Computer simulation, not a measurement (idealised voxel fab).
Module name: voxel released beams (process module)
The figure presents cross-section cut, which has a width of 205 nm and is divided into square cells with an edge length of 5 nm.
For the purposes of this document, a cross-section shall be understood as a grid of square cells, specified as bands listed in top-to-bottom order, each band consisting of one or more rows of cells. Top height, bottom height, nm. Materials left to right, width each, nm. Single material + "throughout" = fills band edge to edge. "blank" = empty. Counting heights begins at 0, where everything beneath is, in the wafer as received, one material. The lowest band has no bottom; it goes on downwards, as "0 nm and below" shows. Graded width ("30 to 40"): value in top row of band = first number; value in bottom row = second number; row-to-row change constant. Key: "no alterations made" - step with no changed cell in the cross-section. "Entrapped voids" specifies each empty space that is not open to the top and that occupies no fewer than 8 cells, using the form width x height at distance, the distance measured from the left edge and all three quantities in nm. Step line, after settings: the simulator's comment on this step. A step's line can hold "overlay nm"; with a mask on that step, the setting says how far right of the planned place the mask lay, while a negative setting says it lay to the left.
## Here's what the planned process steps look like
1 RECEIVE | material Si
2 CONFORMAL_DEP | material SiN | thk nm 10
3 DIRECTIONAL_DEP | material SiO2 | thk nm 15
4 MASKED_ETCH | tone open | mask id ANCHOR | width nm 45 | etch materials SiO2 | depth nm 15 | overlay nm 0
5 CONFORMAL_DEP | material TiN | thk nm 15
6 MASKED_ETCH | tone cover | mask id BEAM | width nm 95 | etch materials TiN | depth nm 15 | overlay nm 0
7 STRIP | etch materials SiO2
## Of two wafers, the first: run according to plan
## Received-state cross-section, reflecting completion of step 1
0 nm and below: Si throughout
Entrapped voids: none
## How the wafer stands in section after step 2
10 nm to 0 nm: SiN throughout
Whatever lies below 0 is exactly as it was before.
## How the wafer stands in section after step 3
25 nm to 10 nm: SiO2 throughout
Whatever lies below 10 is exactly as it was before.
## How the wafer stands in section after step 4
25 nm to 10 nm: 55 SiO2, 45 blank, 105 SiO2
Whatever lies below 10 is exactly as it was before.
## How the wafer stands in section after step 5
40 nm to 25 nm: 70 TiN, 15 blank, 120 TiN
25 nm to 10 nm: 55 SiO2, 45 TiN, 105 SiO2
Whatever lies below 10 is exactly as it was before.
## How the wafer stands in section after step 6
40 nm to 25 nm: 50 blank, 20 TiN, 15 blank, 60 TiN, 60 blank
Whatever lies below 25 is exactly as it was before.
## How the wafer stands in section after step 7
40 nm to 25 nm: 50 blank, 20 TiN, 15 blank, 60 TiN, 60 blank
25 nm to 10 nm: 55 blank, 45 TiN, 105 blank
Whatever lies below 10 is exactly as it was before.
## Now the other wafer: same start, same recipe, but we messed up one thing when running it. Up to and including step 4 it's the same as the first one
## Cross-section, second wafer, at the end time the plan gives for step 5
30 nm to 25 nm: 60 TiN, 35 blank, 110 TiN
25 nm to 15 nm: 55 SiO2, 5 TiN, 35 blank, 5 TiN, 105 SiO2
15 nm to 10 nm: 55 SiO2, 45 TiN, 105 SiO2
Whatever lies below 10 is exactly as it was before.
## Cross-section, second wafer, at the end time the plan gives for step 6
30 nm to 25 nm: 50 blank, 10 TiN, 35 blank, 50 TiN, 60 blank
Whatever lies below 25 is exactly as it was before.
## Cross-section, second wafer, at the end time the plan gives for step 7
30 nm to 25 nm: 50 blank, 10 TiN, 35 blank, 50 TiN, 60 blank
25 nm to 15 nm: 55 blank, 5 TiN, 35 blank, 5 TiN, 105 blank
15 nm to 10 nm: 55 blank, 45 TiN, 105 blank
Whatever lies below 10 is exactly as it was before.
Heads up, the wafer didn't run the way we planned it: heads up, step 5 didn't go per plan, it actually ran as CONFORMAL_DEP | material TiN | thk nm 5
Final comparison by cell count, materials where the second wafer has more or fewer than the first: -50 TiN
